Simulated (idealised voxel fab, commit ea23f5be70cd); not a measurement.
process module | voxel lift off
cross-section cut | 170 nm wide | cells 5 nm
A cross-section is a grid of square cells, given in bands from the top down. A band is one or more rows of cells.
Each band's line starts with the height of the band's top and of its bottom, in nm. Then come its materials from left to right, each with its width in nm. One material with "throughout" fills the band from edge to edge. "air" is empty space.
Height 0 is the level under which the wafer as received is all one material. The lowest band goes on downwards, as in "0 down".
A width such as "30 to 40" changes by the same amount from each row of cells to the next, from the band's top row to its bottom row.
"no change" after a step means that no cell of the cross-section changed.
closed voids: empty space of 8 cells or more with no open way to the top, each as width x height at its distance from the left edge, in nm
after a step's settings: what the simulator itself notes on the step
overlay nm, on a step with a mask: how far to the right of its planned place the mask lay; to the left if negative
plan
1 op RECEIVE | material Si
2 op CONFORMAL_DEP | material SiO2 | thk nm 15
3 op PATTERN | tone open | mask id LINES | material resist | width nm 25 | pitch nm 55 | thk nm 15 | overlay nm 0
4 op DIRECTIONAL_DEP | material Ru | thk nm 5
5 op STRIP | etch materials resist
6 op CONFORMAL_DEP | material SiO2 | thk nm 5
as received, after step 1
  0 down: Si throughout
  closed voids: none
a wafer at the end: this start, this plan, one mistake
  20 to 0: SiO2 throughout
  0 down: Si throughout
  closed voids: none
what went wrong: step 4 was left out
